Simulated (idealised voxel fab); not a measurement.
The document below concerns the process module designated voxel tone inversion.
Displayed cross-section: cut, width of 200 nm, square cells sized 5 nm.
Cross-section spec: square-cell grid; bands listed top down; each band is one or more rows. Band entry format. Leading values: height of top, height of bottom, nm. Remainder: materials in left-to-right order, each with its width in nm. Special words: "all across" on a single material, which then fills the band edge to edge; "empty", empty space. Beneath 0, the wafer as received is one material, and that level is where height counting begins. The lowest band goes on downward without a bottom; it is written like "z 0 and below". So if you see something like "30 to 40" for the width, read it as the top row of the band sitting at the first number and the bottom row at the second, with every row in between moving by the same amount as the last. Take "remained unchanged" at face value: in the step it is given for, the cross-section changed in none of its cells. "Closed void inventory" lists enclosed empty spaces (at least 8 cells, no open path upward to the top), each as width x height at distance from the left edge, in nm. Past the settings on a step's line: simulator remark, on that step. "overlay nm" answers the question of how far to the right of plan the mask lay on a step that has a mask, and when it is negative the answer is to the left.
These are the steps we planned for the process
1. RECEIVE: material Si
2. CONFORMAL_DEP: material SiN, thk nm 10
3. DIRECTIONAL_DEP: material aC, thk nm 15
4. PATTERN: tone cover, mask id POSTS, material resist, width nm 15, pitch nm 35, thk nm 20, overlay nm 0
5. DIRECTIONAL_ETCH: etch materials aC, depth nm 15
6. STRIP: etch materials resist
7. FILL_DEP: material SiO2, thk nm 10
8. CMP: height nm 25
9. STRIP: etch materials aC
As received, after step 1
    z 0 and below: Si all across
    Closed void inventory: none
Cross-section: first of two wafers, module finished, run according to plan
    z 25 to 10: 55 of SiO2 | 15 of empty | 20 of SiO2 | 15 of empty | 20 of SiO2 | 15 of empty | 60 of SiO2
    z 10 to 0: SiN all across
    z 0 and below: Si all across
    Closed void inventory: none
Presented here is a cross-section of the second of the two wafers as it stood at the end of the module. It was started in the same manner and assigned the same plan as the first wafer; however, one mistake was made in its execution
    z 25 to 10: 55 of empty | 15 of SiO2 | 20 of empty | 15 of SiO2 | 20 of empty | 15 of SiO2 | 60 of empty
    z 10 to 0: SiN all across
    z 0 and below: Si all across
    Closed void inventory: none
What went wrong in running the wafer? step 4 was processed under conditions differing from the plan, specifically as PATTERN: tone open, mask id POSTS, material resist, width nm 15, pitch nm 35, thk nm 20, overlay nm 0
at the end the second wafer has, in cells: SiO2 -66
